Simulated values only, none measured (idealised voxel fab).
Name of the process module below: voxel released beams
Section shown: cut. Width: 165 nm. Cell size: 5 nm, square.
How to read a cross-section here: the picture is a grid of square cells, written as bands going from the top down, and any band can span one or more rows of cells. Read a band's entry like this: the first values are the height of its top and the height of its bottom in nm, and what follows is the sequence of materials from left to right, each with its width in nm. Note that "blank" is empty space, and that a single material marked "throughout" reaches across the band from edge to edge. For the purposes of this specification, 0 denotes the height below which the wafer in its as-received condition is composed wholly of one material, and the lowermost band, lacking a lower limit, extends downward without end, as expressed in "0 down". The expression "30 to 40" gives the width at the extremes of the band, the first number at its top row of cells and the second at its bottom row, with the width changing by equal amounts from each row to the next in between. When a step is marked "remains unaltered", none of the cells in the cross-section changed during that step. Listed in "Voids, fully enclosed": every empty space of 8 or more cells without an open way to the top. Form: width x height at distance, the distance being from the left edge, all in nm. On each step's line, the part that comes after the settings is the simulator's own comment on the step. overlay nm, on a step with a mask: how far to the right of its planned place the mask lay; to the left if negative.

Steps in the process plan
| 1 | op RECEIVE | material Si |
| 2 | op CONFORMAL_DEP | material SiN | thk nm 10 |
| 3 | op DIRECTIONAL_DEP | material SiO2 | thk nm 20 |
| 4 | op DIRECTIONAL_DEP | material aC | thk nm 15 |
| 5 | op PATTERN | tone open | mask id ANCHOR | material resist | width nm 35 | thk nm 30 | overlay nm 0 |
| 6 | op DIRECTIONAL_ETCH | etch materials aC | depth nm 15 |
| 7 | op STRIP | etch materials resist |
| 8 | op DIRECTIONAL_ETCH | etch materials SiO2 | depth nm 20 |
| 9 | op STRIP | etch materials aC |
| 10 | op CONFORMAL_DEP | material polySi | thk nm 15 |
| 11 | op DIRECTIONAL_DEP | material aC | thk nm 15 |
| 12 | op PATTERN | tone cover | mask id BEAM | material resist | width nm 95 | thk nm 35 | overlay nm 0 |
| 13 | op DIRECTIONAL_ETCH | etch materials aC | depth nm 15 |
| 14 | op STRIP | etch materials resist |
| 15 | op DIRECTIONAL_ETCH | etch materials polySi | depth nm 15 |
| 16 | op STRIP | etch materials aC |
| 17 | op STRIP | etch materials SiO2 |

First of two wafers, processed according to plan

Delivered wafer in cross-section: state after step 1
* 0 down  Si throughout
* Voids, fully enclosed: none

So this is the wafer cross-section right after step 2
* 10 to 0  SiN throughout
* Anything lower than 0 is untouched.

So this is the wafer cross-section right after step 3
* 30 to 10  SiO2 throughout
* Anything lower than 10 is untouched.

So this is the wafer cross-section right after step 4
* 45 to 30  aC throughout
* Anything lower than 30 is untouched.

So this is the wafer cross-section right after step 5
* 75 to 45  resist: 35, blank: 35, resist: 95
* Anything lower than 45 is untouched.

So this is the wafer cross-section right after step 6
* 60 to 45  resist: 35, blank: 35, resist: 95
* 45 to 30  aC: 35, blank: 35, aC: 95
* Anything lower than 30 is untouched.

So this is the wafer cross-section right after step 7
* 45 to 30  aC: 35, blank: 35, aC: 95
* Anything lower than 30 is untouched.

So this is the wafer cross-section right after step 8
* 45 to 30  aC: 35, blank: 35, aC: 95
* 30 to 10  SiO2: 35, blank: 35, SiO2: 95
* Anything lower than 10 is untouched.

So this is the wafer cross-section right after step 9
* 30 to 10  SiO2: 35, blank: 35, SiO2: 95
* Anything lower than 10 is untouched.

So this is the wafer cross-section right after step 10
* 45 to 30  polySi: 50, blank: 5, polySi: 110
* 30 to 25  SiO2: 35, polySi: 15, blank: 5, polySi: 15, SiO2: 95
* 25 to 10  SiO2: 35, polySi: 35, SiO2: 95
* Anything lower than 10 is untouched.

So this is the wafer cross-section right after step 11
* 60 to 45  aC: 50, blank: 5, aC: 110
* 45 to 40  polySi: 50, blank: 5, polySi: 110
* 40 to 30  polySi: 50, aC: 5, polySi: 110
* 30 to 25  SiO2: 35, polySi: 15, aC: 5, polySi: 15, SiO2: 95
* Anything lower than 25 is untouched.

So this is the wafer cross-section right after step 12
* 95 to 60  blank: 30, resist: 95, blank: 40
* 60 to 45  aC: 50, resist: 5, aC: 110
* 45 to 40  polySi: 50, resist: 5, polySi: 110
* Anything lower than 40 is untouched.

So this is the wafer cross-section right after step 13
* 80 to 60  blank: 30, resist: 95, blank: 40
* 60 to 45  blank: 30, aC: 20, resist: 5, aC: 70, blank: 40
* Anything lower than 45 is untouched.

So this is the wafer cross-section right after step 14
* 60 to 45  blank: 30, aC: 20, blank: 5, aC: 70, blank: 40
* 45 to 40  polySi: 50, blank: 5, polySi: 110
* Anything lower than 40 is untouched.

So this is the wafer cross-section right after step 15
* 60 to 45  blank: 30, aC: 20, blank: 5, aC: 70, blank: 40
* 45 to 40  blank: 30, polySi: 20, blank: 5, polySi: 70, blank: 40
* 40 to 30  blank: 30, polySi: 20, aC: 5, polySi: 70, blank: 40
* Anything lower than 30 is untouched.

So this is the wafer cross-section right after step 16
* 45 to 30  blank: 30, polySi: 20, blank: 5, polySi: 70, blank: 40
* 30 to 25  SiO2: 35, polySi: 15, blank: 5, polySi: 15, SiO2: 95
* Anything lower than 25 is untouched.

So this is the wafer cross-section right after step 17
* 45 to 30  blank: 30, polySi: 20, blank: 5, polySi: 70, blank: 40
* 30 to 25  blank: 35, polySi: 15, blank: 5, polySi: 15, blank: 95
* 25 to 10  blank: 35, polySi: 35, blank: 95
* Anything lower than 10 is untouched.

Companion wafer, the second of two: same beginning, same intended sequence, one mistake in carrying it out; through step 1 inclusive it tracks the first exactly

X-section, second wafer, when step 2 was due to finish
* 20 to 0  SiO2 throughout
* Anything lower than 0 is untouched.

X-section, second wafer, when step 3 was due to finish
* 30 to 20  SiN throughout
* Anything lower than 20 is untouched.

X-section, second wafer, when step 4 was due to finish
* 45 to 30  aC throughout
* Anything lower than 30 is untouched.

X-section, second wafer, when step 5 was due to finish
* 75 to 45  resist: 35, blank: 35, resist: 95
* Anything lower than 45 is untouched.

X-section, second wafer, when step 6 was due to finish
* 60 to 45  resist: 35, blank: 35, resist: 95
* 45 to 30  aC: 35, blank: 35, aC: 95
* Anything lower than 30 is untouched.

X-section, second wafer, when step 7 was due to finish
* 45 to 30  aC: 35, blank: 35, aC: 95
* Anything lower than 30 is untouched.

X-section, second wafer, when step 8 was due to finish: remains unaltered

X-section, second wafer, when step 9 was due to finish
* 30 to 20  SiN throughout
* Anything lower than 20 is untouched.

X-section, second wafer, when step 10 was due to finish
* 45 to 30  polySi throughout
* Anything lower than 30 is untouched.

X-section, second wafer, when step 11 was due to finish
* 60 to 45  aC throughout
* Anything lower than 45 is untouched.

X-section, second wafer, when step 12 was due to finish
* 95 to 60  blank: 30, resist: 95, blank: 40
* Anything lower than 60 is untouched.

X-section, second wafer, when step 13 was due to finish
* 80 to 60  blank: 30, resist: 95, blank: 40
* 60 to 45  blank: 30, aC: 95, blank: 40
* Anything lower than 45 is untouched.

X-section, second wafer, when step 14 was due to finish
* 60 to 45  blank: 30, aC: 95, blank: 40
* Anything lower than 45 is untouched.

X-section, second wafer, when step 15 was due to finish
* 60 to 45  blank: 30, aC: 95, blank: 40
* 45 to 30  blank: 30, polySi: 95, blank: 40
* Anything lower than 30 is untouched.

X-section, second wafer, when step 16 was due to finish
* 45 to 30  blank: 30, polySi: 95, blank: 40
* Anything lower than 30 is untouched.

X-section, second wafer, when step 17 was due to finish: remains unaltered
Here's what went sideways: so 2 and 3 got swapped relative to the plan, each ran where the other was supposed to
Per the end-of-run cell counts, the second wafer holds more or fewer of some materials than the first: SiO2: 132 more; polySi: 24 fewer
